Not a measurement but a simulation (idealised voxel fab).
Process module under the name voxel self aligned contacts
This is section cut - it's 210 nm across, gridded in 5 nm square cells.
In this document a cross-section is written as a grid of square cells. It is given as a series of bands, listed from the top down, and a band is one or more rows of cells.
Top height, bottom height, nm. Materials left to right, width each, nm. Single material + "throughout" = fills band edge to edge. "empty" = empty.
We count height from 0. Below that, the starting wafer is all one material. The lowest band never ends at the bottom but goes on down; see "0 and below" for how that is written.
Think of "30->40" as a width that walks from the first number to the second as you go down the band, top row to bottom row, taking equal-sized steps from row to row.
Where a step carries "all unchanged", the cross-section came out of it unchanged, cell for cell.
This entry, "Enclosed void entries", enumerates those empty regions of no fewer than 8 cells that possess no open connection to the top. Each region is reported in the form width x height at distance, the distance being taken from the left edge, with all three quantities expressed in nm.
Formally, on a step line, whatever follows the settings is a remark that the simulator itself makes on the step.
"overlay nm" on a masked step: distance the mask lay right of its planned place, negative for left.

### The planned process steps are enumerated hereunder
1 RECEIVE [material Si]
2 CONFORMAL_DEP [material SiO2] [thk nm 5]
3 DIRECTIONAL_DEP [material polySi] [thk nm 20]
4 DIRECTIONAL_DEP [material SiN] [thk nm 15]
5 DIRECTIONAL_DEP [material aC] [thk nm 10]
6 PATTERN [tone cover] [mask id GATE] [material resist] [width nm 35] [pitch nm 60] [thk nm 25] [overlay nm 0]
7 DIRECTIONAL_ETCH [etch materials aC] [depth nm 10]
8 STRIP [etch materials resist]
9 DIRECTIONAL_ETCH [etch materials SiN] [depth nm 15]
10 DIRECTIONAL_ETCH [etch materials polySi] [depth nm 20]
11 STRIP [etch materials aC]
12 CONFORMAL_DEP [material SiN] [thk nm 5]
13 DIRECTIONAL_ETCH [etch materials SiN] [depth nm 5]
14 FILL_DEP [material SiO2] [thk nm 10]
15 CMP [height nm 45]
16 PATTERN [tone open] [mask id CONTACT] [material resist] [width nm 35] [thk nm 15] [overlay nm 0]
17 DIRECTIONAL_ETCH [etch materials SiO2] [depth nm 45]
18 STRIP [etch materials resist]
19 CONFORMAL_DEP [material TiN] [thk nm 5]
20 FILL_DEP [material W] [thk nm 10]
21 CMP [height nm 45]
22 CONFORMAL_DEP [material SiCN] [thk nm 5]

### Cross-section of the wafer at receipt, which is the condition after step 1
0 and below  Si throughout
Enclosed void entries: none

### The first of the two wafers as seen in cross-section once the module was finished; processing followed the plan
50 down to 45  SiCN throughout
45 down to 40  85 nm SiO2  15 nm TiN  5 nm W  15 nm TiN  90 nm SiO2
40 down to 25  50 nm SiO2  45 nm SiN  5 nm TiN  5 nm W  5 nm TiN  45 nm SiN  55 nm SiO2
25 down to 5  50 nm SiO2  5 nm SiN  35 nm polySi  5 nm SiN  5 nm TiN  5 nm W  5 nm TiN  5 nm SiN  35 nm polySi  5 nm SiN  55 nm SiO2
5 down to 0  95 nm SiO2  15 nm TiN  100 nm SiO2
0 and below  Si throughout
Enclosed void entries: none

### Presented here is a cross-section of the second of the two wafers as it stood at the end of the module. It was started in the same manner and assigned the same plan as the first wafer; however, one mistake was made in its execution
50 down to 45  SiCN throughout
45 down to 40  85 nm SiO2  25 nm TiN  5 nm W  5 nm TiN  90 nm SiO2
40 down to 25  60 nm SiO2  45 nm SiN  5 nm TiN  5 nm W  5 nm TiN  45 nm SiN  45 nm SiO2
25 down to 5  60 nm SiO2  5 nm SiN  35 nm polySi  5 nm SiN  5 nm TiN  5 nm W  5 nm TiN  5 nm SiN  35 nm polySi  5 nm SiN  45 nm SiO2
5 down to 0  105 nm SiO2  15 nm TiN  90 nm SiO2
0 and below  Si throughout
Enclosed void entries: none
Nonconformance to the process plan: step 6 ran as: PATTERN [tone cover] [mask id GATE] [material resist] [width nm 35] [pitch nm 60] [thk nm 25] [overlay nm 10]
The two final wafers agree on how many cells each material fills and disagree on which cells those are.
